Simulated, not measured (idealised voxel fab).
Process module in this document: voxel ribs on slabs
The cross-section shown here is cut; it is 185 nm wide and divided into square cells measuring 5 nm on a side.
The cross-sections in this document take the form of a grid made of square cells. They are written out as bands, in order from top to bottom. Each band consists of one or more rows of cells. Band entry format. Leading values: height of top, height of bottom, nm. Remainder: materials in left-to-right order, each with its width in nm. Special words: "everywhere" on a single material, which then fills the band edge to edge; "empty", empty space. Height reference: 0 = level under which incoming wafer is all one material. Lowest band: no bottom, runs on downward, e.g. "0 nm and below". Graded width ("30 to 40"): value in top row of band = first number; value in bottom row = second number; row-to-row change constant. "remained unchanged" (step): cross-section cells unchanged, all of them. Closed empty spaces (no open way to the top) of 8 cells or more are what "Sealed void listing" lists, each as width x height at distance from the left edge, nm for all three. Anything after a step's settings on that line? It's the simulator's own note about the step. The setting "overlay nm" may be written on the line of a step. When the step uses a mask, the value reports how far to the right of the planned place the mask lay, and a negative value reports that it lay to the left.

[Planned process steps]
1 RECEIVE,material Si
2 DIRECTIONAL_DEP,material SiO2,thk nm 25
3 DIRECTIONAL_DEP,material polySi,thk nm 15
4 PATTERN,tone cover,mask id RIB,material resist,width nm 15,thk nm 20,overlay nm 0
5 DIRECTIONAL_ETCH,etch materials polySi,depth nm 5
6 STRIP,etch materials resist
7 PATTERN,tone cover,mask id SLAB,material resist,width nm 55,thk nm 20,overlay nm 0
8 DIRECTIONAL_ETCH,etch materials polySi,depth nm 10
9 STRIP,etch materials resist
10 FILL_DEP,material SiO2,thk nm 20
11 CMP,height nm 50
12 DIRECTIONAL_DEP,material TiN,thk nm 5
13 PATTERN,tone cover,mask id HEATER,material resist,width nm 25,thk nm 20,overlay nm 0
14 DIRECTIONAL_ETCH,etch materials TiN,depth nm 5
15 STRIP,etch materials resist
16 CONFORMAL_DEP,material SiO2,thk nm 5

[As-received wafer cross-section (after step 1)]
> 0 nm and below  Si everywhere
> Sealed void listing: none

[First wafer of two, sectioned at end of module; run went per plan]
> 60 nm to 55 nm  empty=75 / SiO2=35 / empty=75
> 55 nm to 50 nm  SiO2=80 / TiN=25 / SiO2=80
> 50 nm to 40 nm  SiO2 everywhere
> 40 nm to 35 nm  SiO2=85 / polySi=15 / SiO2=85
> 35 nm to 25 nm  SiO2=65 / polySi=55 / SiO2=65
> 25 nm to 0 nm  SiO2 everywhere
> 0 nm and below  Si everywhere
> Sealed void listing: none

[Cross-sectional view of the second of two wafers upon completion of the module. This wafer shared its starting condition and process plan with the first; one error was made during its execution]
> 60 nm to 55 nm  empty=75 / SiO2=35 / empty=75
> 55 nm to 50 nm  SiO2=80 / TiN=25 / SiO2=80
> 50 nm to 40 nm  SiO2 everywhere
> 40 nm to 35 nm  SiO2=85 / polySi=15 / SiO2=85
> 35 nm to 25 nm  SiO2=70 / polySi=45 / SiO2=70
> 25 nm to 0 nm  SiO2 everywhere
> 0 nm and below  Si everywhere
> Sealed void listing: none
It is concluded that the wafer was processed incorrectly with respect to the plan, in that step 7 deviated from plan and actually ran as PATTERN,tone cover,mask id SLAB,material resist,width nm 45,thk nm 20,overlay nm 0
Counted in cells at the end, the second wafer holds more or fewer of these materials than the first: +4 SiO2 | -4 polySi
